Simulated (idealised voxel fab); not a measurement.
A process module follows: voxel gate over fins.
Section cut is 145 nm wide and gridded with 5 nm square cells.
Bands, listed from the top down, are how a cross-section gets written in this document; the cross-section itself is a grid of square cells, and a band is one or more rows of them.
Quick guide to a band line: top height, bottom height (nm) up front; then every material left to right with its width in nm. Only one material and it's marked "throughout"? Then it fills the band edge to edge. And "empty" just means empty space.
Heights are measured from 0, the level below which the as-received wafer is all one material; the lowest band has no bottom and continues downward, written as in "0 and below".
Per-row width for "30..40": begins at first number (top row of band), ends at second number (bottom row), increment between rows held constant.
"nothing got changed" for a step: no cell of the cross-section changed in that step.
Listed in "Enclosed cavities": every empty space of 8 or more cells without an open way to the top. Form: width x height at distance, the distance being from the left edge, all in nm.
Anything after a step's settings on that line? It's the simulator's own note about the step.
A step line may carry the setting "overlay nm", which, for steps involving a mask, states the distance by which the mask lay to the right of its intended position; negative values denote displacement to the left.
Listed below are the process steps as planned
1: RECEIVE,material Si
2: CONFORMAL_DEP,material SiN,thk nm 5
3: MASKED_ETCH,tone cover,mask id FINS,width nm 15,pitch nm 35,etch materials SiN,depth nm 5,overlay nm 0
4: MASKED_ETCH,tone cover,mask id FINS,width nm 15,pitch nm 35,etch materials Si,depth nm 30,overlay nm 0
5: FILL_DEP,material SiO2,thk nm 10
6: CMP,height nm 5
7: SELECTIVE_ETCH,etch materials SiO2,depth nm 20
8: STRIP,etch materials SiN
9: CONFORMAL_DEP,material HfO2,thk nm 5
10: CONFORMAL_DEP,material TiN,thk nm 5
11: CONFORMAL_DEP,material TiAl,thk nm 5
12: CONFORMAL_DEP,material TiN,thk nm 5
13: FILL_DEP,material W,thk nm 10
14: CMP,height nm 25
15: CONFORMAL_DEP,material SiN,thk nm 5
Cross-section of the incoming wafer, state after step 1
	0 and below  Si throughout
	Enclosed cavities: none
The first of the two wafers as seen in cross-section once the module was finished; processing followed the plan
	30 down to 25  SiN throughout
	25 down to 20  W throughout
	20 down to 15  W: 25 / TiN: 90 / W: 30
	15 down to 10  W: 25 / TiN: 5 / TiAl: 80 / TiN: 5 / W: 30
	10 down to 5  W: 25 / TiN: 5 / TiAl: 5 / TiN: 70 / TiAl: 5 / TiN: 5 / W: 30
	5 down to 0  TiN: 30 / TiAl: 5 / TiN: 5 / HfO2: 25 / TiN: 10 / HfO2: 25 / TiN: 5 / TiAl: 5 / TiN: 35
	0 down to -5  TiAl: 35 / TiN: 5 / HfO2: 5 / Si: 15 / HfO2: 5 / TiN: 10 / HfO2: 5 / Si: 15 / HfO2: 5 / TiN: 5 / TiAl: 40
	-5 down to -10  TiN: 40 / HfO2: 5 / Si: 15 / HfO2: 5 / TiN: 10 / HfO2: 5 / Si: 15 / HfO2: 5 / TiN: 45
	-10 down to -15  HfO2: 45 / Si: 15 / HfO2: 20 / Si: 15 / HfO2: 50
	-15 down to -30  SiO2: 45 / Si: 15 / SiO2: 20 / Si: 15 / SiO2: 50
	-30 and below  Si throughout
	Enclosed cavities: none
Cross-section, wafer two of two, end of module: same start and plan as wafer one, one error in execution
	30 down to 25  SiN throughout
	25 down to 20  W throughout
	20 down to 15  W: 25 / TiN: 90 / W: 30
	15 down to 10  W: 25 / TiN: 5 / TiAl: 80 / TiN: 5 / W: 30
	10 down to 5  W: 25 / TiN: 5 / TiAl: 5 / TiN: 70 / TiAl: 5 / TiN: 5 / W: 30
	5 down to 0  TiN: 30 / TiAl: 5 / TiN: 5 / HfO2: 25 / TiN: 10 / HfO2: 25 / TiN: 5 / TiAl: 5 / TiN: 35
	0 down to -5  TiAl: 35 / TiN: 5 / HfO2: 5 / Si: 15 / HfO2: 5 / TiN: 10 / HfO2: 5 / Si: 15 / HfO2: 5 / TiN: 5 / TiAl: 40
	-5 down to -10  TiN: 40 / HfO2: 5 / Si: 15 / HfO2: 5 / TiN: 10 / HfO2: 5 / Si: 15 / HfO2: 5 / TiN: 45
	-10 down to -15  HfO2: 45 / Si: 15 / HfO2: 20 / Si: 15 / HfO2: 50
	-15 down to -60  SiO2: 45 / Si: 15 / SiO2: 20 / Si: 15 / SiO2: 50
	-60 and below  Si throughout
	Enclosed cavities: none
Error vs. plan: step 4, plan: ran twice
Count the cells at the end and the second wafer has more or fewer of some materials than the first: 138 fewer of Si | 138 more of SiO2
